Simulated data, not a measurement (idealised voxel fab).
process module | voxel self aligned vias
cross-section cut | 230 nm wide | cells 5 nm
A cross-section is a grid of square cells, given in bands from the top down. A band is one or more rows of cells.
Each band's line starts with the height of the band's top and of its bottom, in nm. Then come its materials from left to right, each with its width in nm. One material with "throughout" fills the band from edge to edge. "air" is empty space.
Height 0 is the level under which the wafer as received is all one material. The lowest band goes on downwards, as in "0 down".
A width such as "30 to 40" changes by the same amount from each row of cells to the next, from the band's top row to its bottom row.
"no change" after a step means that no cell of the cross-section changed.
closed voids: empty space of 8 cells or more with no open way to the top, each as width x height at its distance from the left edge, in nm
after a step's settings: what the simulator itself notes on the step
overlay nm, on a step with a mask: how far to the right of its planned place the mask lay; to the left if negative
plan
1 op RECEIVE | material Si
2 op CONFORMAL_DEP | material SiO2 | thk nm 10
3 op CONFORMAL_DEP | material SiCN | thk nm 5
4 op DIRECTIONAL_DEP | material SiO2 | thk nm 25
5 op PATTERN | tone open | mask id LINES | material resist | width nm 20 | pitch nm 55 | thk nm 20 | overlay nm 0
6 op DIRECTIONAL_ETCH | etch materials SiO2 | depth nm 25
7 op STRIP | etch materials resist
8 op CONFORMAL_DEP | material TiN | thk nm 5
9 op FILL_DEP | material W | thk nm 5
10 op CMP | height nm 40
11 op SELECTIVE_ETCH | etch materials W Ru TiN | depth nm 10
12 op FILL_DEP | material SiN | thk nm 10
13 op CMP | height nm 40
14 op DIRECTIONAL_DEP | material SiO2 | thk nm 20
15 op DIRECTIONAL_DEP | material aC | thk nm 15
16 op PATTERN | tone open | mask id VIAS | material resist | width nm 40 | pitch nm 55 | thk nm 30 | overlay nm 0
17 op DIRECTIONAL_ETCH | etch materials aC | depth nm 15
18 op STRIP | etch materials resist
19 op DIRECTIONAL_ETCH | etch materials SiO2 | depth nm 20
20 op DIRECTIONAL_ETCH | etch materials SiN | depth nm 10
21 op STRIP | etch materials aC
22 op CONFORMAL_DEP | material TiN | thk nm 5
23 op FILL_DEP | material Ru | thk nm 5
24 op CMP | height nm 60
25 op CONFORMAL_DEP | material SiCN | thk nm 5
as received, after step 1
  0 down: Si throughout
  closed voids: none
first wafer at the end, as planned
  65 to 60: SiCN throughout
  60 to 45: SiO2 65 | TiN 5 | Ru 30 | TiN 5 | SiO2 15 | TiN 5 | Ru 30 | TiN 5 | SiO2 70
  45 to 35: SiO2 65 to 75 | TiN 15 to 5 | Ru 10 | TiN 15 to 5 | SiO2 15 to 35 | TiN 15 to 5 | Ru 10 | TiN 15 to 5 | SiO2 70 to 80
  35 to 30: SiO2 75 | TiN 20 | SiO2 35 | TiN 20 | SiO2 80
  30 to 20: SiO2 75 | TiN 5 | W 10 | TiN 5 | SiO2 35 | TiN 5 | W 10 | TiN 5 | SiO2 80
  20 to 15: SiO2 75 | TiN 20 | SiO2 35 | TiN 20 | SiO2 80
  15 to 10: SiCN throughout
  10 to 0: SiO2 throughout
  0 down: Si throughout
  closed voids: none
second wafer at the end: like start, like plan, one mistake
  65 to 60: SiCN throughout
  60 to 45: SiO2 70 | TiN 5 | Ru 20 | TiN 5 | SiO2 25 | TiN 5 | Ru 20 | TiN 5 | SiO2 75
  45 to 35: SiO2 70 to 75 | TiN 10 to 5 | Ru 10 | TiN 10 to 5 | SiO2 25 to 35 | TiN 10 to 5 | Ru 10 | TiN 10 to 5 | SiO2 75 to 80
  35 to 30: SiO2 75 | TiN 20 | SiO2 35 | TiN 20 | SiO2 80
  30 to 20: SiO2 75 | TiN 5 | W 10 | TiN 5 | SiO2 35 | TiN 5 | W 10 | TiN 5 | SiO2 80
  20 to 15: SiO2 75 | TiN 20 | SiO2 35 | TiN 20 | SiO2 80
  15 to 10: SiCN throughout
  10 to 0: SiO2 throughout
  0 down: Si throughout
  closed voids: none
what went wrong: step 16 ran as: op PATTERN | tone open | mask id VIAS | material resist | width nm 30 | pitch nm 55 | thk nm 30 | overlay nm 0
at the end the second wafer has, in cells: 12 fewer of Ru | 16 more of SiO2 | 4 fewer of TiN
